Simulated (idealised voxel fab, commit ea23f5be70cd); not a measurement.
The following process module bears the name voxel air gaps.
This is section cut - it's 165 nm across, gridded in 5 nm square cells.
Format of a cross-section: grid, square cells. Given as bands. Order: top down. Band: one or more rows of cells.
In this notation a band is specified by the heights of its top and bottom, in that order and in nm, after which its materials appear from left to right, each paired with its width in nm. The word "throughout" attached to a single material means that material fills the band from edge to edge; the word "air" stands for empty space.
Heights are reckoned from 0. Under this level, the received wafer is all of one material. The bottommost band is open-ended downward, for example "from 0 down".
The notation "30..40" denotes a width that varies across the rows of cells in the band, beginning at the first number in the top row, finishing at the second number in the bottom row, and changing by an identical amount from each row to the next.
Any step labelled "changes: none" changed none of the cells in the cross-section.
"Entrapped void list" means: voids of 8 cells or more that are shut off from the top with no open way through. Written width x height at distance, distance from the left edge, in nm.
Note: text after step settings on the step line = simulator remark on that step.
On any step carrying a mask, the "overlay nm" setting, if present on the step's line, tells how far right of its planned place the mask lay; negative values point to the left.
How should the pairs below be read? Each gives the cross-section before one process step and the cross-section after it, the latter drawn only to the lowest band that changed; the step that lies between them, with its settings, appears under the pair. Does a pair pick up where the pair above left off? Only where its entry headed "Prior to step" says so, since pairs can come from different runs of this module on the same starting wafer.
PRIOR TO STEP
- from 0 down: Si throughout
- Entrapped void list: none
AFTER THE STEP
- from 15 to 0: SiO2 throughout
- All layers under 0 are left as they were.
- Entrapped void list: none
Can you say which step sits between the two cross-sections above? CONFORMAL_DEP [material SiO2] [thk nm 15]
Prior to step: as shown after the step in the preceding pair, directly above.
AFTER THE STEP
- from 20 to 15: SiCN throughout
- All layers under 15 are left as they were.
- Entrapped void list: none
Can you say which step sits between the two cross-sections above? CONFORMAL_DEP [material SiCN] [thk nm 5]
Prior to step: as shown after the step in the preceding pair, directly above.
AFTER THE STEP
- from 50 to 20: lowk throughout
- All layers under 20 are left as they were.
- Entrapped void list: none
Can you say which step sits between the two cross-sections above? DIRECTIONAL_DEP [material lowk] [thk nm 30]
Prior to step: as shown after the step in the preceding pair, directly above.
AFTER THE STEP
- from 60 to 50: aC throughout
- All layers under 50 are left as they were.
- Entrapped void list: none
Can you say which step sits between the two cross-sections above? DIRECTIONAL_DEP [material aC] [thk nm 10]
Prior to step: as shown after the step in the preceding pair, directly above.
AFTER THE STEP
- from 85 to 60: resist=25, air=20, resist=25, air=20, resist=25, air=20, resist=30
- All layers under 60 are left as they were.
- Entrapped void list: none
Can you say which step sits between the two cross-sections above? PATTERN [tone open] [mask id LINES] [material resist] [width nm 20] [pitch nm 45] [thk nm 25] [overlay nm 0]
Prior to step: as shown after the step in the preceding pair, directly above.
AFTER THE STEP
- from 75 to 60: resist=25, air=20, resist=25, air=20, resist=25, air=20, resist=30
- from 60 to 50: aC=25, air=20, aC=25, air=20, aC=25, air=20, aC=30
- All layers under 50 are left as they were.
- Entrapped void list: none
Can you say which step sits between the two cross-sections above? DIRECTIONAL_ETCH [etch materials aC] [depth nm 10]
Prior to step: as shown after the step in the preceding pair, directly above.
AFTER THE STEP
- from 60 to 50: aC=25, air=20, aC=25, air=20, aC=25, air=20, aC=30
- All layers under 50 are left as they were.
- Entrapped void list: none
Can you say which step sits between the two cross-sections above? STRIP [etch materials resist]
Prior to step: as shown after the step in the preceding pair, directly above.
AFTER THE STEP
- from 60 to 50: aC=25, air=20, aC=25, air=20, aC=25, air=20, aC=30
- from 50 to 20: lowk=25, air=20, lowk=25, air=20, lowk=25, air=20, lowk=30
- All layers under 20 are left as they were.
- Entrapped void list: none
Can you say which step sits between the two cross-sections above? DIRECTIONAL_ETCH [etch materials lowk] [depth nm 30]
Prior to step: as shown after the step in the preceding pair, directly above.
AFTER THE STEP
- from 50 to 20: lowk=25, air=20, lowk=25, air=20, lowk=25, air=20, lowk=30
- All layers under 20 are left as they were.
- Entrapped void list: none
Can you say which step sits between the two cross-sections above? STRIP [etch materials aC]
Prior to step: as shown after the step in the preceding pair, directly above.
AFTER THE STEP
- from 55 to 50: TiN=30, air=10, TiN=35, air=10, TiN=35, air=10, TiN=35
- from 50 to 25: lowk=25, TiN=5, air=10, TiN=5, lowk=25, TiN=5, air=10, TiN=5, lowk=25, TiN=5, air=10, TiN=5, lowk=30
- from 25 to 20: lowk=25, TiN=20, lowk=25, TiN=20, lowk=25, TiN=20, lowk=30
- All layers under 20 are left as they were.
- Entrapped void list: none
Can you say which step sits between the two cross-sections above? CONFORMAL_DEP [material TiN] [thk nm 5]
Prior to step: as shown after the step in the preceding pair, directly above.
AFTER THE STEP
- from 60 to 55: Ru throughout
- from 55 to 50: TiN=30, Ru=10, TiN=35, Ru=10, TiN=35, Ru=10, TiN=35
- from 50 to 25: lowk=25, TiN=5, Ru=10, TiN=5, lowk=25, TiN=5, Ru=10, TiN=5, lowk=25, TiN=5, Ru=10, TiN=5, lowk=30
- All layers under 25 are left as they were.
- Entrapped void list: none
Can you say which step sits between the two cross-sections above? FILL_DEP [material Ru] [thk nm 5]
Prior to step: as shown after the step in the preceding pair, directly above.
AFTER THE STEP
- from 50 to 25: lowk=25, TiN=5, Ru=10, TiN=5, lowk=25, TiN=5, Ru=10, TiN=5, lowk=25, TiN=5, Ru=10, TiN=5, lowk=30
- All layers under 25 are left as they were.
- Entrapped void list: none
Can you say which step sits between the two cross-sections above? CMP [height nm 50]
Prior to step: as shown after the step in the preceding pair, directly above.
AFTER THE STEP
- from 60 to 50: air=15, Ru=40, air=5, Ru=40, air=5, Ru=40, air=20
- All layers under 50 are left as they were.
- Entrapped void list: none
Can you say which step sits between the two cross-sections above? EPI [material Ru] [thk nm 10]
Prior to step: as shown after the step in the preceding pair, directly above.
AFTER THE STEP
- from 60 to 50: air=15, Ru=40, air=5, Ru=40, air=5, Ru=40, air=20
- from 50 to 25: air=25, TiN=5, Ru=10, TiN=5, air=25, TiN=5, Ru=10, TiN=5, air=25, TiN=5, Ru=10, TiN=5, air=30
- from 25 to 20: air=25, TiN=20, air=25, TiN=20, air=25, TiN=20, air=30
- All layers under 20 are left as they were.
- Entrapped void list: none
Can you say which step sits between the two cross-sections above? SELECTIVE_ETCH [etch materials lowk] [depth nm 40]
Prior to step: as shown after the step in the preceding pair, directly above.
AFTER THE STEP
- from 65 to 60: air=10, SiCN=140, air=15
- from 60 to 50: air=10, SiCN=5, Ru=40, SiCN=5, Ru=40, SiCN=5, Ru=40, SiCN=5, air=15
- from 50 to 45: air=10, SiCN=15, TiN=5, Ru=10, TiN=5, SiCN=25, TiN=5, Ru=10, TiN=5, SiCN=25, TiN=5, Ru=10, TiN=5, SiCN=15, air=15
- from 45 to 25: air=20, SiCN=5, TiN=5, Ru=10, TiN=5, SiCN=5, air=15, SiCN=5, TiN=5, Ru=10, TiN=5, SiCN=5, air=15, SiCN=5, TiN=5, Ru=10, TiN=5, SiCN=5, air=25
- from 25 to 20: SiCN=25, TiN=20, SiCN=25, TiN=20, SiCN=25, TiN=20, SiCN=30
- All layers under 20 are left as they were.
- Entrapped void list: 15 x 20 at 50; 15 x 20 at 95
Can you say which step sits between the two cross-sections above? CONFORMAL_DEP [material SiCN] [thk nm 5]
PRIOR TO STEP
- from 15 to 0: SiO2 throughout
- from 0 down: Si throughout
- Entrapped void list: none
AFTER THE STEP
- from 45 to 15: lowk throughout
- All layers under 15 are left as they were.
- Entrapped void list: none
Can you say which step sits between the two cross-sections above? DIRECTIONAL_DEP [material lowk] [thk nm 30]
Prior to step: as shown after the step in the preceding pair, directly above.
AFTER THE STEP
- from 55 to 45: aC throughout
- All layers under 45 are left as they were.
- Entrapped void list: none
Can you say which step sits between the two cross-sections above? DIRECTIONAL_DEP [material aC] [thk nm 10]
Prior to step: as shown after the step in the preceding pair, directly above.
AFTER THE STEP
- from 80 to 55: resist=25, air=20, resist=25, air=20, resist=25, air=20, resist=30
- All layers under 55 are left as they were.
- Entrapped void list: none
Can you say which step sits between the two cross-sections above? PATTERN [tone open] [mask id LINES] [material resist] [width nm 20] [pitch nm 45] [thk nm 25] [overlay nm 0]
Prior to step: as shown after the step in the preceding pair, directly above.
AFTER THE STEP
- from 70 to 55: resist=25, air=20, resist=25, air=20, resist=25, air=20, resist=30
- from 55 to 45: aC=25, air=20, aC=25, air=20, aC=25, air=20, aC=30
- All layers under 45 are left as they were.
- Entrapped void list: none
Can you say which step sits between the two cross-sections above? DIRECTIONAL_ETCH [etch materials aC] [depth nm 10]
Prior to step: as shown after the step in the preceding pair, directly above.
AFTER THE STEP
- from 55 to 45: aC=25, air=20, aC=25, air=20, aC=25, air=20, aC=30
- All layers under 45 are left as they were.
- Entrapped void list: none
Can you say which step sits between the two cross-sections above? STRIP [etch materials resist]
Prior to step: as shown after the step in the preceding pair, directly above.
AFTER THE STEP
- from 55 to 45: aC=25, air=20, aC=25, air=20, aC=25, air=20, aC=30
- from 45 to 15: lowk=25, air=20, lowk=25, air=20, lowk=25, air=20, lowk=30
- All layers under 15 are left as they were.
- Entrapped void list: none
Can you say which step sits between the two cross-sections above? DIRECTIONAL_ETCH [etch materials lowk] [depth nm 30]
Prior to step: as shown after the step in the preceding pair, directly above.
AFTER THE STEP
- from 45 to 15: lowk=25, air=20, lowk=25, air=20, lowk=25, air=20, lowk=30
- All layers under 15 are left as they were.
- Entrapped void list: none
Can you say which step sits between the two cross-sections above? STRIP [etch materials aC]
Prior to step: as shown after the step in the preceding pair, directly above.
AFTER THE STEP
- from 50 to 45: TiN=30, air=10, TiN=35, air=10, TiN=35, air=10, TiN=35
- from 45 to 20: lowk=25, TiN=5, air=10, TiN=5, lowk=25, TiN=5, air=10, TiN=5, lowk=25, TiN=5, air=10, TiN=5, lowk=30
- from 20 to 15: lowk=25, TiN=20, lowk=25, TiN=20, lowk=25, TiN=20, lowk=30
- All layers under 15 are left as they were.
- Entrapped void list: none
Can you say which step sits between the two cross-sections above? CONFORMAL_DEP [material TiN] [thk nm 5]
Prior to step: as shown after the step in the preceding pair, directly above.
AFTER THE STEP
- from 55 to 50: Ru throughout
- from 50 to 45: TiN=30, Ru=10, TiN=35, Ru=10, TiN=35, Ru=10, TiN=35
- from 45 to 20: lowk=25, TiN=5, Ru=10, TiN=5, lowk=25, TiN=5, Ru=10, TiN=5, lowk=25, TiN=5, Ru=10, TiN=5, lowk=30
- All layers under 20 are left as they were.
- Entrapped void list: none
Can you say which step sits between the two cross-sections above? FILL_DEP [material Ru] [thk nm 5]
Prior to step: as shown after the step in the preceding pair, directly above.
AFTER THE STEP
- from 50 to 45: TiN=30, Ru=10, TiN=35, Ru=10, TiN=35, Ru=10, TiN=35
- All layers under 45 are left as they were.
- Entrapped void list: none
Can you say which step sits between the two cross-sections above? CMP [height nm 50]
Prior to step: as shown after the step in the preceding pair, directly above.
AFTER THE STEP
- from 60 to 50: Ru throughout
- All layers under 50 are left as they were.
- Entrapped void list: none
Can you say which step sits between the two cross-sections above? EPI [material Ru] [thk nm 10]
Prior to step: as shown after the step in the preceding pair, directly above.
AFTER THE STEP
- from 65 to 60: SiCN throughout
- All layers under 60 are left as they were.
- Entrapped void list: none
Can you say which step sits between the two cross-sections above? CONFORMAL_DEP [material SiCN] [thk nm 5]
PRIOR TO STEP
- from 60 to 50: air=15, Ru=40, air=5, Ru=40, air=5, Ru=40, air=20
- from 50 to 25: lowk=25, TiN=5, Ru=10, TiN=5, lowk=25, TiN=5, Ru=10, TiN=5, lowk=25, TiN=5, Ru=10, TiN=5, lowk=30
- from 25 to 20: lowk=25, TiN=20, lowk=25, TiN=20, lowk=25, TiN=20, lowk=30
- from 20 to 15: SiCN throughout
- from 15 to 0: SiO2 throughout
- from 0 down: Si throughout
- Entrapped void list: none
AFTER THE STEP
- from 70 to 50: air=5, Ru=150, air=10
- All layers under 50 are left as they were.
- Entrapped void list: none
Can you say which step sits between the two cross-sections above? EPI [material Ru] [thk nm 10]
Prior to step: as shown after the step in the preceding pair, directly above.
AFTER THE STEP
- from 70 to 50: air=5, Ru=150, air=10
- from 50 to 25: air=25, TiN=5, Ru=10, TiN=5, lowk=25, TiN=5, Ru=10, TiN=5, lowk=25, TiN=5, Ru=10, TiN=5, air=30
- from 25 to 20: air=25, TiN=20, lowk=25, TiN=20, lowk=25, TiN=20, air=30
- All layers under 20 are left as they were.
- Entrapped void list: none
Can you say which step sits between the two cross-sections above? SELECTIVE_ETCH [etch materials lowk] [depth nm 40]
Prior to step: as shown after the step in the preceding pair, directly above.
AFTER THE STEP
- from 75 to 70: SiCN=160, air=5
- from 70 to 50: SiCN=5, Ru=150, SiCN=5, air=5
- from 50 to 45: SiCN=25, TiN=5, Ru=10, TiN=5, lowk=25, TiN=5, Ru=10, TiN=5, lowk=25, TiN=5, Ru=10, TiN=5, SiCN=25, air=5
- from 45 to 25: air=20, SiCN=5, TiN=5, Ru=10, TiN=5, lowk=25, TiN=5, Ru=10, TiN=5, lowk=25, TiN=5, Ru=10, TiN=5, SiCN=5, air=25
- from 25 to 20: SiCN=25, TiN=20, lowk=25, TiN=20, lowk=25, TiN=20, SiCN=30
- All layers under 20 are left as they were.
- Entrapped void list: 20 x 20 at 0
Can you say which step sits between the two cross-sections above? CONFORMAL_DEP [material SiCN] [thk nm 5]
PRIOR TO STEP
- from 45 to 15: lowk throughout
- from 15 to 0: SiO2 throughout
- from 0 down: Si throughout
- Entrapped void list: none
AFTER THE STEP
- from 50 to 45: SiCN throughout
- All layers under 45 are left as they were.
- Entrapped void list: none
Can you say which step sits between the two cross-sections above? CONFORMAL_DEP [material SiCN] [thk nm 5]
Prior to step: as shown after the step in the preceding pair, directly above.
AFTER THE STEP
- from 60 to 50: aC throughout
- All layers under 50 are left as they were.
- Entrapped void list: none
Can you say which step sits between the two cross-sections above? DIRECTIONAL_DEP [material aC] [thk nm 10]
Prior to step: as shown after the step in the preceding pair, directly above.
AFTER THE STEP
- from 85 to 60: resist=25, air=20, resist=25, air=20, resist=25, air=20, resist=30
- All layers under 60 are left as they were.
- Entrapped void list: none
Can you say which step sits between the two cross-sections above? PATTERN [tone open] [mask id LINES] [material resist] [width nm 20] [pitch nm 45] [thk nm 25] [overlay nm 0]
Prior to step: as shown after the step in the preceding pair, directly above.
AFTER THE STEP
- from 75 to 60: resist=25, air=20, resist=25, air=20, resist=25, air=20, resist=30
- from 60 to 50: aC=25, air=20, aC=25, air=20, aC=25, air=20, aC=30
- All layers under 50 are left as they were.
- Entrapped void list: none
Can you say which step sits between the two cross-sections above? DIRECTIONAL_ETCH [etch materials aC] [depth nm 10]
Prior to step: as shown after the step in the preceding pair, directly above.
AFTER THE STEP
- from 60 to 50: aC=25, air=20, aC=25, air=20, aC=25, air=20, aC=30
- All layers under 50 are left as they were.
- Entrapped void list: none
Can you say which step sits between the two cross-sections above? STRIP [etch materials resist]
Prior to step: as shown after the step in the preceding pair, directly above.
AFTER THE STEP
- from 50 to 45: SiCN throughout
- All layers under 45 are left as they were.
- Entrapped void list: none
Can you say which step sits between the two cross-sections above? STRIP [etch materials aC]
Prior to step: as shown after the step in the preceding pair, directly above.
AFTER THE STEP
- from 55 to 50: TiN throughout
- All layers under 50 are left as they were.
- Entrapped void list: none
Can you say which step sits between the two cross-sections above? CONFORMAL_DEP [material TiN] [thk nm 5]
Prior to step: as shown after the step in the preceding pair, directly above.
AFTER THE STEP
- from 60 to 55: Ru throughout
- All layers under 55 are left as they were.
- Entrapped void list: none
Can you say which step sits between the two cross-sections above? FILL_DEP [material Ru] [thk nm 5]
Prior to step: as shown after the step in the preceding pair, directly above.
AFTER THE STEP
- from 50 to 45: SiCN throughout
- All layers under 45 are left as they were.
- Entrapped void list: none
Can you say which step sits between the two cross-sections above? CMP [height nm 50]
Prior to step: as shown after the step in the preceding pair, directly above.
AFTER THE STEP
- from 55 to 45: SiCN throughout
- All layers under 45 are left as they were.
- Entrapped void list: none
Can you say which step sits between the two cross-sections above? CONFORMAL_DEP [material SiCN] [thk nm 5]
PRIOR TO STEP
- from 15 to 0: SiO2 throughout
- from 0 down: Si throughout
- Entrapped void list: none
AFTER THE STEP
- from 30 to 15: SiCN throughout
- All layers under 15 are left as they were.
- Entrapped void list: none
Can you say which step sits between the two cross-sections above? CONFORMAL_DEP [material SiCN] [thk nm 15]
Prior to step: as shown after the step in the preceding pair, directly above.
AFTER THE STEP
- from 60 to 30: lowk throughout
- All layers under 30 are left as they were.
- Entrapped void list: none
Can you say which step sits between the two cross-sections above? DIRECTIONAL_DEP [material lowk] [thk nm 30]
Prior to step: as shown after the step in the preceding pair, directly above.
AFTER THE STEP
- from 70 to 60: aC throughout
- All layers under 60 are left as they were.
- Entrapped void list: none
Can you say which step sits between the two cross-sections above? DIRECTIONAL_DEP [material aC] [thk nm 10]
Prior to step: as shown after the step in the preceding pair, directly above.
AFTER THE STEP
- from 95 to 70: resist=25, air=20, resist=25, air=20, resist=25, air=20, resist=30
- All layers under 70 are left as they were.
- Entrapped void list: none
Can you say which step sits between the two cross-sections above? PATTERN [tone open] [mask id LINES] [material resist] [width nm 20] [pitch nm 45] [thk nm 25] [overlay nm 0]
Prior to step: as shown after the step in the preceding pair, directly above.
AFTER THE STEP
- from 85 to 70: resist=25, air=20, resist=25, air=20, resist=25, air=20, resist=30
- from 70 to 60: aC=25, air=20, aC=25, air=20, aC=25, air=20, aC=30
- All layers under 60 are left as they were.
- Entrapped void list: none
Can you say which step sits between the two cross-sections above? DIRECTIONAL_ETCH [etch materials aC] [depth nm 10]
Prior to step: as shown after the step in the preceding pair, directly above.
AFTER THE STEP
- from 70 to 60: aC=25, air=20, aC=25, air=20, aC=25, air=20, aC=30
- All layers under 60 are left as they were.
- Entrapped void list: none
Can you say which step sits between the two cross-sections above? STRIP [etch materials resist]
Prior to step: as shown after the step in the preceding pair, directly above.
AFTER THE STEP
- from 70 to 60: aC=25, air=20, aC=25, air=20, aC=25, air=20, aC=30
- from 60 to 30: lowk=25, air=20, lowk=25, air=20, lowk=25, air=20, lowk=30
- All layers under 30 are left as they were.
- Entrapped void list: none
Can you say which step sits between the two cross-sections above? DIRECTIONAL_ETCH [etch materials lowk] [depth nm 30]
Prior to step: as shown after the step in the preceding pair, directly above.
AFTER THE STEP
- from 60 to 30: lowk=25, air=20, lowk=25, air=20, lowk=25, air=20, lowk=30
- All layers under 30 are left as they were.
- Entrapped void list: none
Can you say which step sits between the two cross-sections above? STRIP [etch materials aC]
Prior to step: as shown after the step in the preceding pair, directly above.
AFTER THE STEP
- from 65 to 60: TiN=30, air=10, TiN=35, air=10, TiN=35, air=10, TiN=35
- from 60 to 35: lowk=25, TiN=5, air=10, TiN=5, lowk=25, TiN=5, air=10, TiN=5, lowk=25, TiN=5, air=10, TiN=5, lowk=30
- from 35 to 30: lowk=25, TiN=20, lowk=25, TiN=20, lowk=25, TiN=20, lowk=30
- All layers under 30 are left as they were.
- Entrapped void list: none
Can you say which step sits between the two cross-sections above? CONFORMAL_DEP [material TiN] [thk nm 5]
Prior to step: as shown after the step in the preceding pair, directly above.
AFTER THE STEP
- from 70 to 65: Ru throughout
- from 65 to 60: TiN=30, Ru=10, TiN=35, Ru=10, TiN=35, Ru=10, TiN=35
- from 60 to 35: lowk=25, TiN=5, Ru=10, TiN=5, lowk=25, TiN=5, Ru=10, TiN=5, lowk=25, TiN=5, Ru=10, TiN=5, lowk=30
- All layers under 35 are left as they were.
- Entrapped void list: none
Can you say which step sits between the two cross-sections above? FILL_DEP [material Ru] [thk nm 5]
Prior to step: as shown after the step in the preceding pair, directly above.
AFTER THE STEP
- from 50 to 35: lowk=25, TiN=5, Ru=10, TiN=5, lowk=25, TiN=5, Ru=10, TiN=5, lowk=25, TiN=5, Ru=10, TiN=5, lowk=30
- All layers under 35 are left as they were.
- Entrapped void list: none
Can you say which step sits between the two cross-sections above? CMP [height nm 50]
Prior to step: as shown after the step in the preceding pair, directly above.
AFTER THE STEP
- from 60 to 50: air=15, Ru=40, air=5, Ru=40, air=5, Ru=40, air=20
- All layers under 50 are left as they were.
- Entrapped void list: none
Can you say which step sits between the two cross-sections above? EPI [material Ru] [thk nm 10]
Prior to step: as shown after the step in the preceding pair, directly above.
AFTER THE STEP
- from 60 to 50: air=15, Ru=40, air=5, Ru=40, air=5, Ru=40, air=20
- from 50 to 35: air=25, TiN=5, Ru=10, TiN=5, air=25, TiN=5, Ru=10, TiN=5, air=25, TiN=5, Ru=10, TiN=5, air=30
- from 35 to 30: air=25, TiN=20, air=25, TiN=20, air=25, TiN=20, air=30
- All layers under 30 are left as they were.
- Entrapped void list: none
Can you say which step sits between the two cross-sections above? SELECTIVE_ETCH [etch materials lowk] [depth nm 40]
Prior to step: as shown after the step in the preceding pair, directly above.
AFTER THE STEP
- from 65 to 60: air=10, SiCN=140, air=15
- from 60 to 50: air=10, SiCN=5, Ru=40, SiCN=5, Ru=40, SiCN=5, Ru=40, SiCN=5, air=15
- from 50 to 45: air=10, SiCN=15, TiN=5, Ru=10, TiN=5, SiCN=25, TiN=5, Ru=10, TiN=5, SiCN=25, TiN=5, Ru=10, TiN=5, SiCN=15, air=15
- from 45 to 35: air=20, SiCN=5, TiN=5, Ru=10, TiN=5, SiCN=5, air=15, SiCN=5, TiN=5, Ru=10, TiN=5, SiCN=5, air=15, SiCN=5, TiN=5, Ru=10, TiN=5, SiCN=5, air=25
- from 35 to 30: SiCN=25, TiN=20, SiCN=25, TiN=20, SiCN=25, TiN=20, SiCN=30
- All layers under 30 are left as they were.
- Entrapped void list: none
Can you say which step sits between the two cross-sections above? CONFORMAL_DEP [material SiCN] [thk nm 5]
PRIOR TO STEP
- from 60 to 50: aC throughout
- from 50 to 20: lowk throughout
- from 20 to 15: SiCN throughout
- from 15 to 0: SiO2 throughout
- from 0 down: Si throughout
- Entrapped void list: none
AFTER THE STEP
- from 85 to 60: resist=20, air=30, resist=15, air=30, resist=15, air=30, resist=25
- All layers under 60 are left as they were.
- Entrapped void list: none
Can you say which step sits between the two cross-sections above? PATTERN [tone open] [mask id LINES] [material resist] [width nm 30] [pitch nm 45] [thk nm 25] [overlay nm 0]
Prior to step: as shown after the step in the preceding pair, directly above.
AFTER THE STEP
- from 75 to 60: resist=20, air=30, resist=15, air=30, resist=15, air=30, resist=25
- from 60 to 50: aC=20, air=30, aC=15, air=30, aC=15, air=30, aC=25
- All layers under 50 are left as they were.
- Entrapped void list: none
Can you say which step sits between the two cross-sections above? DIRECTIONAL_ETCH [etch materials aC] [depth nm 10]
Prior to step: as shown after the step in the preceding pair, directly above.
AFTER THE STEP
- from 60 to 50: aC=20, air=30, aC=15, air=30, aC=15, air=30, aC=25
- All layers under 50 are left as they were.
- Entrapped void list: none
Can you say which step sits between the two cross-sections above? STRIP [etch materials resist]
Prior to step: as shown after the step in the preceding pair, directly above.
AFTER THE STEP
- from 60 to 50: aC=20, air=30, aC=15, air=30, aC=15, air=30, aC=25
- from 50 to 20: lowk=20, air=30, lowk=15, air=30, lowk=15, air=30, lowk=25
- All layers under 20 are left as they were.
- Entrapped void list: none
Can you say which step sits between the two cross-sections above? DIRECTIONAL_ETCH [etch materials lowk] [depth nm 30]
Prior to step: as shown after the step in the preceding pair, directly above.
AFTER THE STEP
- from 50 to 20: lowk=20, air=30, lowk=15, air=30, lowk=15, air=30, lowk=25
- All layers under 20 are left as they were.
- Entrapped void list: none
Can you say which step sits between the two cross-sections above? STRIP [etch materials aC]
Prior to step: as shown after the step in the preceding pair, directly above.
AFTER THE STEP
- from 55 to 50: TiN=25, air=20, TiN=25, air=20, TiN=25, air=20, TiN=30
- from 50 to 25: lowk=20, TiN=5, air=20, TiN=5, lowk=15, TiN=5, air=20, TiN=5, lowk=15, TiN=5, air=20, TiN=5, lowk=25
- from 25 to 20: lowk=20, TiN=30, lowk=15, TiN=30, lowk=15, TiN=30, lowk=25
- All layers under 20 are left as they were.
- Entrapped void list: none
Can you say which step sits between the two cross-sections above? CONFORMAL_DEP [material TiN] [thk nm 5]
Prior to step: as shown after the step in the preceding pair, directly above.
AFTER THE STEP
- from 60 to 55: Ru throughout
- from 55 to 50: TiN=25, Ru=20, TiN=25, Ru=20, TiN=25, Ru=20, TiN=30
- from 50 to 25: lowk=20, TiN=5, Ru=20, TiN=5, lowk=15, TiN=5, Ru=20, TiN=5, lowk=15, TiN=5, Ru=20, TiN=5, lowk=25
- All layers under 25 are left as they were.
- Entrapped void list: none
Can you say which step sits between the two cross-sections above? FILL_DEP [material Ru] [thk nm 5]
Prior to step: as shown after the step in the preceding pair, directly above.
AFTER THE STEP
- from 50 to 25: lowk=20, TiN=5, Ru=20, TiN=5, lowk=15, TiN=5, Ru=20, TiN=5, lowk=15, TiN=5, Ru=20, TiN=5, lowk=25
- All layers under 25 are left as they were.
- Entrapped void list: none
Can you say which step sits between the two cross-sections above? CMP [height nm 50]
Prior to step: as shown after the step in the preceding pair, directly above.
AFTER THE STEP
- from 60 to 50: air=10, Ru=140, air=15
- All layers under 50 are left as they were.
- Entrapped void list: none
Can you say which step sits between the two cross-sections above? EPI [material Ru] [thk nm 10]
Prior to step: as shown after the step in the preceding pair, directly above.
AFTER THE STEP
- from 60 to 50: air=10, Ru=140, air=15
- from 50 to 25: air=20, TiN=5, Ru=20, TiN=5, lowk=15, TiN=5, Ru=20, TiN=5, lowk=15, TiN=5, Ru=20, TiN=5, air=25
- from 25 to 20: air=20, TiN=30, lowk=15, TiN=30, lowk=15, TiN=30, air=25
- All layers under 20 are left as they were.
- Entrapped void list: none
Can you say which step sits between the two cross-sections above? SELECTIVE_ETCH [etch materials lowk] [depth nm 40]
Prior to step: as shown after the step in the preceding pair, directly above.
AFTER THE STEP
- from 65 to 60: air=5, SiCN=150, air=10
- from 60 to 50: air=5, SiCN=5, Ru=140, SiCN=5, air=10
- from 50 to 45: air=5, SiCN=15, TiN=5, Ru=20, TiN=5, lowk=15, TiN=5, Ru=20, TiN=5, lowk=15, TiN=5, Ru=20, TiN=5, SiCN=15, air=10
- from 45 to 25: air=15, SiCN=5, TiN=5, Ru=20, TiN=5, lowk=15, TiN=5, Ru=20, TiN=5, lowk=15, TiN=5, Ru=20, TiN=5, SiCN=5, air=20
- from 25 to 20: SiCN=20, TiN=30, lowk=15, TiN=30, lowk=15, TiN=30, SiCN=25
- All layers under 20 are left as they were.
- Entrapped void list: none
Can you say which step sits between the two cross-sections above? CONFORMAL_DEP [material SiCN] [thk nm 5]
PRIOR TO STEP
- from 60 to 50: aC throughout
- from 50 to 20: lowk throughout
- from 20 to 15: SiCN throughout
- from 15 to 0: SiO2 throughout
- from 0 down: Si throughout
- Entrapped void list: none
AFTER THE STEP
- from 85 to 60: resist=30, air=20, resist=25, air=20, resist=25, air=20, resist=25
- All layers under 60 are left as they were.
- Entrapped void list: none
Can you say which step sits between the two cross-sections above? PATTERN [tone open] [mask id LINES] [material resist] [width nm 20] [pitch nm 45] [thk nm 25] [overlay nm 5]
Prior to step: as shown after the step in the preceding pair, directly above.
AFTER THE STEP
- from 75 to 60: resist=30, air=20, resist=25, air=20, resist=25, air=20, resist=25
- from 60 to 50: aC=30, air=20, aC=25, air=20, aC=25, air=20, aC=25
- All layers under 50 are left as they were.
- Entrapped void list: none
Can you say which step sits between the two cross-sections above? DIRECTIONAL_ETCH [etch materials aC] [depth nm 10]
Prior to step: as shown after the step in the preceding pair, directly above.
AFTER THE STEP
- from 60 to 50: aC=30, air=20, aC=25, air=20, aC=25, air=20, aC=25
- All layers under 50 are left as they were.
- Entrapped void list: none
Can you say which step sits between the two cross-sections above? STRIP [etch materials resist]
Prior to step: as shown after the step in the preceding pair, directly above.
AFTER THE STEP
- from 60 to 50: aC=30, air=20, aC=25, air=20, aC=25, air=20, aC=25
- from 50 to 20: lowk=30, air=20, lowk=25, air=20, lowk=25, air=20, lowk=25
- All layers under 20 are left as they were.
- Entrapped void list: none
Can you say which step sits between the two cross-sections above? DIRECTIONAL_ETCH [etch materials lowk] [depth nm 30]
Prior to step: as shown after the step in the preceding pair, directly above.
AFTER THE STEP
- from 50 to 20: lowk=30, air=20, lowk=25, air=20, lowk=25, air=20, lowk=25
- All layers under 20 are left as they were.
- Entrapped void list: none
Can you say which step sits between the two cross-sections above? STRIP [etch materials aC]
Prior to step: as shown after the step in the preceding pair, directly above.
AFTER THE STEP
- from 55 to 50: TiN=35, air=10, TiN=35, air=10, TiN=35, air=10, TiN=30
- from 50 to 25: lowk=30, TiN=5, air=10, TiN=5, lowk=25, TiN=5, air=10, TiN=5, lowk=25, TiN=5, air=10, TiN=5, lowk=25
- from 25 to 20: lowk=30, TiN=20, lowk=25, TiN=20, lowk=25, TiN=20, lowk=25
- All layers under 20 are left as they were.
- Entrapped void list: none
Can you say which step sits between the two cross-sections above? CONFORMAL_DEP [material TiN] [thk nm 5]
Prior to step: as shown after the step in the preceding pair, directly above.
AFTER THE STEP
- from 60 to 55: Ru throughout
- from 55 to 50: TiN=35, Ru=10, TiN=35, Ru=10, TiN=35, Ru=10, TiN=30
- from 50 to 25: lowk=30, TiN=5, Ru=10, TiN=5, lowk=25, TiN=5, Ru=10, TiN=5, lowk=25, TiN=5, Ru=10, TiN=5, lowk=25
- All layers under 25 are left as they were.
- Entrapped void list: none
Can you say which step sits between the two cross-sections above? FILL_DEP [material Ru] [thk nm 5]
Prior to step: as shown after the step in the preceding pair, directly above.
AFTER THE STEP
- from 50 to 25: lowk=30, TiN=5, Ru=10, TiN=5, lowk=25, TiN=5, Ru=10, TiN=5, lowk=25, TiN=5, Ru=10, TiN=5, lowk=25
- All layers under 25 are left as they were.
- Entrapped void list: none
Can you say which step sits between the two cross-sections above? CMP [height nm 50]
Prior to step: as shown after the step in the preceding pair, directly above.
AFTER THE STEP
- from 60 to 50: air=20, Ru=40, air=5, Ru=40, air=5, Ru=40, air=15
- All layers under 50 are left as they were.
- Entrapped void list: none
Can you say which step sits between the two cross-sections above? EPI [material Ru] [thk nm 10]
Prior to step: as shown after the step in the preceding pair, directly above.
AFTER THE STEP
- from 60 to 50: air=20, Ru=40, air=5, Ru=40, air=5, Ru=40, air=15
- from 50 to 25: air=30, TiN=5, Ru=10, TiN=5, air=25, TiN=5, Ru=10, TiN=5, air=25, TiN=5, Ru=10, TiN=5, air=25
- from 25 to 20: air=30, TiN=20, air=25, TiN=20, air=25, TiN=20, air=25
- All layers under 20 are left as they were.
- Entrapped void list: none
Can you say which step sits between the two cross-sections above? SELECTIVE_ETCH [etch materials lowk] [depth nm 40]
